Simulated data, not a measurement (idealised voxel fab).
Process module heading - voxel transistor to metal
Xsec cut, 285 nm wide, square cell size 5 nm.
How to read a cross-section here: the picture is a grid of square cells, written as bands going from the top down, and any band can span one or more rows of cells.
In this notation a band is specified by the heights of its top and bottom, in that order and in nm, after which its materials appear from left to right, each paired with its width in nm. The word "everywhere" attached to a single material means that material fills the band from edge to edge; the word "air" stands for empty space.
Ref level 0: as-received wafer is one material below here. Bottom band extends down with no lower bound ("0 nm and below").
A two-number width, for instance "30..40", indicates that the width is equal to the first number in the top row of the band and to the second number in the bottom row, and that it changes by a constant amount per row of cells.
What does "remains unaltered" mean for a step? It means no cell of the cross-section changed in that step.
"Completely enclosed voids" lists enclosed empty spaces (at least 8 cells, no open path upward to the top), each as width x height at distance from the left edge, in nm.
Step line, after settings: the simulator's comment on this step.
The "overlay nm" setting may appear on a step's line; for a step that uses a mask, it gives how far to the right of its planned position the mask lay, and a negative value indicates the left.
## Process steps foreseen in the plan
1,RECEIVE [material Si]
2,CONFORMAL_DEP [material SiO2] [thk nm 5]
3,CONFORMAL_DEP [material SiN] [thk nm 15]
4,PATTERN [tone cover] [mask id ACTIVE] [material resist] [width nm 110] [pitch nm 140] [thk nm 15] [overlay nm 0]
5,DIRECTIONAL_ETCH [etch materials SiN] [depth nm 15]
6,DIRECTIONAL_ETCH [etch materials SiO2] [depth nm 5]
7,DIRECTIONAL_ETCH [etch materials Si] [depth nm 25]
8,STRIP [etch materials resist]
9,FILL_DEP [material SiO2] [thk nm 15]
10,CMP [height nm 20]
11,SELECTIVE_ETCH [etch materials SiO2] [depth nm 10]
12,STRIP [etch materials SiN]
13,SELECTIVE_ETCH [etch materials SiO2] [depth nm 5]
14,OXIDIZE [depth nm 5]
15,DIRECTIONAL_DEP [material polySi] [thk nm 20]
16,DIRECTIONAL_DEP [material SiCN] [thk nm 15]
17,MASKED_ETCH [tone cover] [mask id GATE] [width nm 20] [pitch nm 140] [etch materials SiCN] [depth nm 25] [overlay nm 0]
18,MASKED_ETCH [tone cover] [mask id GATE] [width nm 20] [pitch nm 140] [etch materials polySi] [depth nm 30] [overlay nm 0]
19,CONFORMAL_DEP [material SiN] [thk nm 10]
20,DIRECTIONAL_ETCH [etch materials SiN] [depth nm 10]
21,DIRECTIONAL_ETCH [etch materials SiO2] [depth nm 5]
22,DIRECTIONAL_ETCH [etch materials Si] [depth nm 5]
23,EPI [material nSi] [thk nm 10]
24,FILL_DEP [material SiO2] [thk nm 5]
25,CMP [height nm 35]
26,DIRECTIONAL_DEP [material SiO2] [thk nm 15]
27,DIRECTIONAL_DEP [material aC] [thk nm 15]
28,PATTERN [tone open] [mask id CONTACT] [material resist] [width nm 20] [pitch nm 70] [thk nm 30] [overlay nm 0]
29,DIRECTIONAL_ETCH [etch materials aC] [depth nm 15]
30,STRIP [etch materials resist]
31,DIRECTIONAL_ETCH [etch materials SiO2] [depth nm 50]
32,STRIP [etch materials aC]
33,CONFORMAL_DEP [material TiN] [thk nm 5]
34,FILL_DEP [material Ru] [thk nm 5]
35,CMP [height nm 50]
36,DIRECTIONAL_DEP [material TiN] [thk nm 5]
37,DIRECTIONAL_DEP [material W] [thk nm 25]
38,PATTERN [tone cover] [mask id METAL_1] [material resist] [width nm 20] [pitch nm 70] [thk nm 20] [overlay nm 0]
39,DIRECTIONAL_ETCH [etch materials W] [depth nm 25]
40,DIRECTIONAL_ETCH [etch materials TiN] [depth nm 5]
41,STRIP [etch materials resist]
42,CONFORMAL_DEP [material SiN] [thk nm 5]
43,FILL_DEP [material lowk] [thk nm 5]
44,CMP [height nm 80]
45,CONFORMAL_DEP [material SiCN] [thk nm 5]
## The cross-section here shows the wafer as received, i.e. in its state after step 1
  0 nm and below = Si everywhere
  Completely enclosed voids: none
## Cross-section, first of two wafers, end of module, run as planned
  85 nm to 80 nm = SiCN everywhere
  80 nm to 55 nm = lowk 20  SiN 5  W 20  SiN 5  lowk 40  SiN 5  W 20  SiN 5  lowk 40  SiN 5  W 20  SiN 5  lowk 40  SiN 5  W 20  SiN 5  lowk 25
  55 nm to 50 nm = SiN 25  TiN 20  SiN 50  TiN 20  SiN 50  TiN 20  SiN 50  TiN 20  SiN 30
  50 nm to 35 nm = SiO2 25  TiN 5  Ru 10  TiN 5  SiO2 50  TiN 5  Ru 10  TiN 5  SiO2 50  TiN 5  Ru 10  TiN 5  SiO2 50  TiN 5  Ru 10  TiN 5  SiO2 30
  35 nm to 20 nm = SiO2 25  TiN 5  Ru 10  TiN 5  SiO2 5  SiN 10  SiCN 20  SiN 10  SiO2 5  TiN 5  Ru 10  TiN 5  SiO2 50  TiN 5  Ru 10  TiN 5  SiO2 5  SiN 10  SiCN 20  SiN 10  SiO2 5  TiN 5  Ru 10  TiN 5  SiO2 30
  20 nm to 10 nm = SiO2 25  TiN 5  Ru 10  TiN 5  SiO2 5  SiN 10  polySi 20  SiN 10  SiO2 5  TiN 5  Ru 10  TiN 5  SiO2 50  TiN 5  Ru 10  TiN 5  SiO2 5  SiN 10  polySi 20  SiN 10  SiO2 5  TiN 5  Ru 10  TiN 5  SiO2 30
  10 nm to 5 nm = SiO2 25  TiN 20  SiO2 5  SiN 10  polySi 20  SiN 10  SiO2 5  TiN 20  SiO2 50  TiN 20  SiO2 5  SiN 10  polySi 20  SiN 10  SiO2 5  TiN 20  SiO2 30
  5 nm to 0 nm = SiO2 10  SiN 10  nSi 10  TiN 10  nSi 10  SiN 10  polySi 20  SiN 10  nSi 10  TiN 10  nSi 10  SiN 10  SiO2 20  SiN 10  nSi 10  TiN 10  nSi 10  SiN 10  polySi 20  SiN 10  nSi 10  TiN 10  nSi 10  SiN 10  SiO2 15
  0 nm to -5 nm = SiO2 20  nSi 30  SiO2 40  nSi 30  SiO2 40  nSi 30  SiO2 40  nSi 30  SiO2 25
  -5 nm to -10 nm = SiO2 15  Si 5  nSi 30  Si 40  nSi 30  Si 5  SiO2 30  Si 5  nSi 30  Si 40  nSi 30  Si 5  SiO2 20
  -10 nm to -25 nm = SiO2 15  Si 110  SiO2 30  Si 110  SiO2 20
  -25 nm and below = Si everywhere
  Completely enclosed voids: none
## Wafer two, sectioned after the module: the first wafer's start, the first wafer's plan, and one mistake in how it was run
  85 nm to 80 nm = SiCN everywhere
  80 nm to 55 nm = lowk 20  SiN 5  W 20  SiN 5  lowk 40  SiN 5  W 20  SiN 5  lowk 40  SiN 5  W 20  SiN 5  lowk 40  SiN 5  W 20  SiN 5  lowk 25
  55 nm to 50 nm = SiN 25  TiN 20  SiN 50  TiN 20  SiN 50  TiN 20  SiN 50  TiN 20  SiN 30
  50 nm to 35 nm = SiO2 25  TiN 5  Ru 10  TiN 5  SiO2 50  TiN 5  Ru 10  TiN 5  SiO2 50  TiN 5  Ru 10  TiN 5  SiO2 50  TiN 5  Ru 10  TiN 5  SiO2 30
  35 nm to 25 nm = SiO2 25  TiN 5  Ru 10  TiN 5  SiO2 5  SiN 10  polySi 20  SiN 10  SiO2 5  TiN 5  Ru 10  TiN 5  SiO2 50  TiN 5  Ru 10  TiN 5  SiO2 5  SiN 10  polySi 20  SiN 10  SiO2 5  TiN 5  Ru 10  TiN 5  SiO2 30
  25 nm to 20 nm = SiO2 25  TiN 20  SiO2 5  SiN 10  polySi 20  SiN 10  SiO2 5  TiN 20  SiO2 50  TiN 20  SiO2 5  SiN 10  polySi 20  SiN 10  SiO2 5  TiN 20  SiO2 30
  20 nm to 5 nm = SiO2 15  SiN 110  SiO2 30  SiN 110  SiO2 20
  5 nm to 0 nm = SiO2 everywhere
  0 nm to -25 nm = SiO2 15  Si 110  SiO2 30  Si 110  SiO2 20
  -25 nm and below = Si everywhere
  Completely enclosed voids: none
What was the processing mistake? step 10 in the plan did not get run; it was skipped
Materials where the second wafer ends with more or fewer cells than the first: Ru: 24 fewer | Si: 68 more | SiCN: 24 fewer | SiN: 92 more | SiO2: 8 fewer | TiN: 32 fewer | nSi: 64 fewer | polySi: 8 fewer
